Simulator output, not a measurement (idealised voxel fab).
The process module presented herein is designated voxel ribs on slabs.
We display cut, a cross-section 275 nm in width whose square cells are each 5 nm.
Each cross-section below is a grid of square cells, stated as bands in top-down order, with one or more rows of cells making up each band.
Read a band's entry like this: the first values are the height of its top and the height of its bottom in nm, and what follows is the sequence of materials from left to right, each with its width in nm. Note that "air" is empty space, and that a single material marked "all across" reaches across the band from edge to edge.
Convention: height 0 is the level below which the wafer, as received, is all one material. The lowest band does not terminate at the bottom but continues downward, represented as "0 -> down".
When a width is written as two numbers, as in "30..40", the first number is the width in the top row of cells of the band and the second is the width in its bottom row, and the width changes by the same amount from each row to the next.
What does "all unchanged" mean for a step? It means no cell of the cross-section changed in that step.
What "Sealed cavities" gives you is every empty space of 8 cells or more that is cut off from the top. Each appears as width x height at distance, with the distance taken from the left edge and width, height and distance all in nm.
If you see something after the settings on a step's line, that's the simulator's own remark about that step.
overlay nm: how far to the right of its planned place the mask lay on this masked step (negative: to the left).
# Here's what the planned process steps look like
1. RECEIVE,material Si
2. DIRECTIONAL_DEP,material SiO2,thk nm 25
3. DIRECTIONAL_DEP,material SiN,thk nm 15
4. MASKED_ETCH,tone cover,mask id RIB,width nm 25,etch materials SiN,depth nm 5,overlay nm 0
5. DIRECTIONAL_DEP,material aC,thk nm 15
6. PATTERN,tone cover,mask id SLAB,material resist,width nm 55,thk nm 35,overlay nm 0
7. DIRECTIONAL_ETCH,etch materials aC,depth nm 15
8. STRIP,etch materials resist
9. DIRECTIONAL_ETCH,etch materials SiN,depth nm 10
10. STRIP,etch materials aC
11. FILL_DEP,material SiO2,thk nm 15
12. CMP,height nm 50
13. DIRECTIONAL_DEP,material W,thk nm 10
14. PATTERN,tone cover,mask id HEATER,material resist,width nm 25,thk nm 20,overlay nm 0
15. DIRECTIONAL_ETCH,etch materials W,depth nm 10
16. STRIP,etch materials resist
17. CONFORMAL_DEP,material SiN,thk nm 10
Don't read the plan's width nm for step 14 as applying to every wafer: that's the first wafer's value, and the wafers differ in it, though they all start identical.
# Cut through the first of several wafers as received, post step 1
0 -> down: Si all across
Sealed cavities: none
# first wafer at the end, after step 17
70 -> 60: 115 nm air | 45 nm SiN | 115 nm air
60 -> 50: 125 nm SiN | 25 nm W | 125 nm SiN
50 -> 40: SiO2 all across
40 -> 35: 125 nm SiO2 | 25 nm SiN | 125 nm SiO2
35 -> 25: 110 nm SiO2 | 55 nm SiN | 110 nm SiO2
25 -> 0: SiO2 all across
0 -> down: Si all across
Sealed cavities: none
# Final wafer cross-section at module end
70 -> 60: 105 nm air | 70 nm SiN | 100 nm air
60 -> 50: 115 nm SiN | 50 nm W | 110 nm SiN
50 -> 40: SiO2 all across
40 -> 35: 125 nm SiO2 | 25 nm SiN | 125 nm SiO2
35 -> 25: 110 nm SiO2 | 55 nm SiN | 110 nm SiO2
25 -> 0: SiO2 all across
0 -> down: Si all across
Sealed cavities: none
# each wafer at the end: cells of each material gained (+) or lost (-) since it was received, then its closed voids
width nm 25 | +145 SiN | +523 SiO2 | +10 W | Sealed cavities: none
width nm 30 | +145 SiN | +523 SiO2 | +12 W | Sealed cavities: none
width nm 35 | +145 SiN | +523 SiO2 | +14 W | Sealed cavities: none
width nm 40 | +145 SiN | +523 SiO2 | +16 W | Sealed cavities: none
width nm 45 | +145 SiN | +523 SiO2 | +18 W | Sealed cavities: none
width nm 50 | +145 SiN | +523 SiO2 | +20 W | Sealed cavities: none
